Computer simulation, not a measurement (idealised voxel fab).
This section sets out a process module, namely voxel air gaps.
190 nm wide, 5 nm square cells: that's cross-section cut.
Throughout this document, each cross-section is represented as a grid of square cells and is presented as a sequence of bands enumerated from the top downward, where a band comprises one or more rows of cells.
A band entry consists of two parts. The first gives the height of the band's top and the height of its bottom, in nm. The rest lists the band's materials from left to right, each with its width in nm. A single material labelled with the word "everywhere" fills the band from edge to edge, and the word "blank" marks empty space.
All heights in this document are referenced to 0, defined as the level beneath which the wafer, as received, consists entirely of one material. The lowest band is not bounded below; it extends indefinitely downward and is written in the form "0 -> down".
With a width like "30->40", each row of cells in the band differs from the next by the same amount, the top row carrying the first number and the bottom row the second.
"no change occurred" after a step means that no cell of the cross-section changed.
What "Enclosed void catalog" gives you is every empty space of 8 cells or more that is cut off from the top. Each appears as width x height at distance, with the distance taken from the left edge and width, height and distance all in nm.
Past the settings on a step's line: simulator remark, on that step.
If you see "overlay nm" on a step's line and that step has a mask, it's telling you how far right of where it was planned the mask ended up; a negative number means it went left instead.

-- Process steps - plan
1) RECEIVE: material Si
2) CONFORMAL_DEP: material SiO2, thk nm 15
3) CONFORMAL_DEP: material SiCN, thk nm 5
4) DIRECTIONAL_DEP: material lowk, thk nm 35
5) DIRECTIONAL_DEP: material aC, thk nm 15
6) PATTERN: tone open, mask id LINES, material resist, width nm 15, pitch nm 45, thk nm 30, overlay nm 0
7) DIRECTIONAL_ETCH: etch materials aC, depth nm 15
8) STRIP: etch materials resist
9) DIRECTIONAL_ETCH: etch materials lowk, depth nm 35
10) STRIP: etch materials aC
11) CONFORMAL_DEP: material TiN, thk nm 5
12) FILL_DEP: material Cu, thk nm 10
13) CMP: height nm 55
14) EPI: material Ru, thk nm 10
15) SELECTIVE_ETCH: etch materials lowk, depth nm 45
16) CONFORMAL_DEP: material SiCN, thk nm 5

-- Incoming wafer, cross-sectional view, post step 1
	0 -> down  Si everywhere
	Enclosed void catalog: none

-- Post-module cross-section of the first of two wafers (run per plan)
	70 -> 65  25 nm blank, then 135 nm SiCN, then 30 nm blank
	65 -> 55  25 nm blank, then 5 nm SiCN, then 35 nm Ru, then 10 nm SiCN, then 35 nm Ru, then 10 nm SiCN, then 35 nm Ru, then 5 nm SiCN, then 30 nm blank
	55 -> 50  25 nm blank, then 15 nm SiCN, then 5 nm TiN, then 5 nm Cu, then 5 nm TiN, then 30 nm SiCN, then 5 nm TiN, then 5 nm Cu, then 5 nm TiN, then 30 nm SiCN, then 5 nm TiN, then 5 nm Cu, then 5 nm TiN, then 15 nm SiCN, then 30 nm blank
	50 -> 25  35 nm blank, then 5 nm SiCN, then 5 nm TiN, then 5 nm Cu, then 5 nm TiN, then 5 nm SiCN, then 20 nm blank, then 5 nm SiCN, then 5 nm TiN, then 5 nm Cu, then 5 nm TiN, then 5 nm SiCN, then 20 nm blank, then 5 nm SiCN, then 5 nm TiN, then 5 nm Cu, then 5 nm TiN, then 5 nm SiCN, then 40 nm blank
	25 -> 20  40 nm SiCN, then 15 nm TiN, then 30 nm SiCN, then 15 nm TiN, then 30 nm SiCN, then 15 nm TiN, then 45 nm SiCN
	20 -> 15  SiCN everywhere
	15 -> 0  SiO2 everywhere
	0 -> down  Si everywhere
	Enclosed void catalog: 20 x 25 at 60; 20 x 25 at 105

-- Cross-section, wafer two of two, end of module: same start and plan as wafer one, one error in execution
	70 -> 65  SiCN everywhere
	65 -> 55  Ru everywhere
	55 -> 45  Cu everywhere
	45 -> 40  45 nm TiN, then 5 nm Cu, then 40 nm TiN, then 5 nm Cu, then 40 nm TiN, then 5 nm Cu, then 50 nm TiN
	40 -> 10  40 nm lowk, then 5 nm TiN, then 5 nm Cu, then 5 nm TiN, then 30 nm lowk, then 5 nm TiN, then 5 nm Cu, then 5 nm TiN, then 30 nm lowk, then 5 nm TiN, then 5 nm Cu, then 5 nm TiN, then 45 nm lowk
	10 -> 5  40 nm lowk, then 15 nm TiN, then 30 nm lowk, then 15 nm TiN, then 30 nm lowk, then 15 nm TiN, then 45 nm lowk
	5 -> 0  SiCN everywhere
	0 -> down  Si everywhere
	Enclosed void catalog: none
Against the plan, the run slipped here: step 2 in the plan did not get run; it was skipped
At the finish, the second wafer shows more or fewer cells for some materials than the first does: Cu: 79 more | Ru: 34 more | SiCN: 78 fewer | SiO2: 114 fewer | TiN: 35 more | lowk: 203 more
Wafer, first: 2 closed voids at end. Wafer, second: 0.
